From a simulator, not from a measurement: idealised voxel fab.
process module | voxel capacitor over wiring
cross-section cut | 220 nm wide | cells 5 nm
A cross-section is a grid of square cells, given in bands from the top down. A band is one or more rows of cells.
Each band's line starts with the height of the band's top and of its bottom, in nm. Then come its materials from left to right, each with its width in nm. One material with "throughout" fills the band from edge to edge. "air" is empty space.
Height 0 is the level under which the wafer as received is all one material. The lowest band goes on downwards, as in "0 down".
A width such as "30 to 40" changes by the same amount from each row of cells to the next, from the band's top row to its bottom row.
"no change" after a step means that no cell of the cross-section changed.
closed voids: empty space of 8 cells or more with no open way to the top, each as width x height at its distance from the left edge, in nm
after a step's settings: what the simulator itself notes on the step
overlay nm, on a step with a mask: how far to the right of its planned place the mask lay; to the left if negative
plan
1 op RECEIVE | material Si
2 op CONFORMAL_DEP | material SiO2 | thk nm 10
3 op DIRECTIONAL_DEP | material TiN | thk nm 5
4 op DIRECTIONAL_DEP | material W | thk nm 20
5 op DIRECTIONAL_DEP | material aC | thk nm 10
6 op PATTERN | tone cover | mask id METAL_1 | material resist | width nm 20 | pitch nm 70 | thk nm 30 | overlay nm 0
7 op DIRECTIONAL_ETCH | etch materials aC | depth nm 10
8 op STRIP | etch materials resist
9 op DIRECTIONAL_ETCH | etch materials W | depth nm 20
10 op DIRECTIONAL_ETCH | etch materials TiN | depth nm 5
11 op STRIP | etch materials aC
12 op FILL_DEP | material SiO2 | thk nm 10
13 op CMP | height nm 35
14 op CONFORMAL_DEP | material SiCN | thk nm 5
15 op DIRECTIONAL_DEP | material SiO2 | thk nm 20
16 op PATTERN | tone open | mask id PLUG_1 | material resist | width nm 15 | thk nm 20 | overlay nm 0
17 op DIRECTIONAL_ETCH | etch materials SiO2 | depth nm 20
18 op DIRECTIONAL_ETCH | etch materials SiCN | depth nm 5
19 op STRIP | etch materials resist
20 op CONFORMAL_DEP | material TiN | thk nm 5
21 op FILL_DEP | material Cu | thk nm 5
22 op CMP | height nm 60
23 op DIRECTIONAL_DEP | material TiN | thk nm 10
24 op DIRECTIONAL_DEP | material HfO2 | thk nm 5
25 op DIRECTIONAL_DEP | material TiN | thk nm 5
26 op MASKED_ETCH | tone cover | mask id UPPER_PLATE | width nm 55 | etch materials TiN | depth nm 5 | overlay nm 0
27 op MASKED_ETCH | tone cover | mask id UPPER_PLATE | width nm 55 | etch materials HfO2 | depth nm 5 | overlay nm 0
28 op MASKED_ETCH | tone cover | mask id LOWER_PLATE | width nm 65 | etch materials TiN | depth nm 10 | overlay nm 0
29 op FILL_DEP | material SiO2 | thk nm 20
30 op CMP | height nm 95
31 op PATTERN | tone open | mask id PLUG_2 | material resist | width nm 15 | thk nm 15 | overlay nm 0
32 op DIRECTIONAL_ETCH | etch materials SiO2 | depth nm 15
33 op STRIP | etch materials resist
34 op CONFORMAL_DEP | material TiN | thk nm 5
35 op FILL_DEP | material Cu | thk nm 10
36 op CMP | height nm 95
37 op CONFORMAL_DEP | material SiN | thk nm 5
varied across the wafers: width nm of step 16. The plan shows the first wafer's value. All wafers start alike
first wafer as received, after step 1
  0 down: Si throughout
  closed voids: none
each wafer at the end: cells of each material gained (+) or lost (-) since it was received, then its closed voids
width nm 15 | +6 Cu | +11 HfO2 | +41 SiCN | +44 SiN | +683 SiO2 | +63 TiN | +32 W | closed voids: none
width nm 20 | +10 Cu | +11 HfO2 | +40 SiCN | +44 SiN | +679 SiO2 | +64 TiN | +32 W | closed voids: none
width nm 25 | +14 Cu | +11 HfO2 | +39 SiCN | +44 SiN | +675 SiO2 | +65 TiN | +32 W | closed voids: none
width nm 30 | +18 Cu | +11 HfO2 | +38 SiCN | +44 SiN | +671 SiO2 | +66 TiN | +32 W | closed voids: none
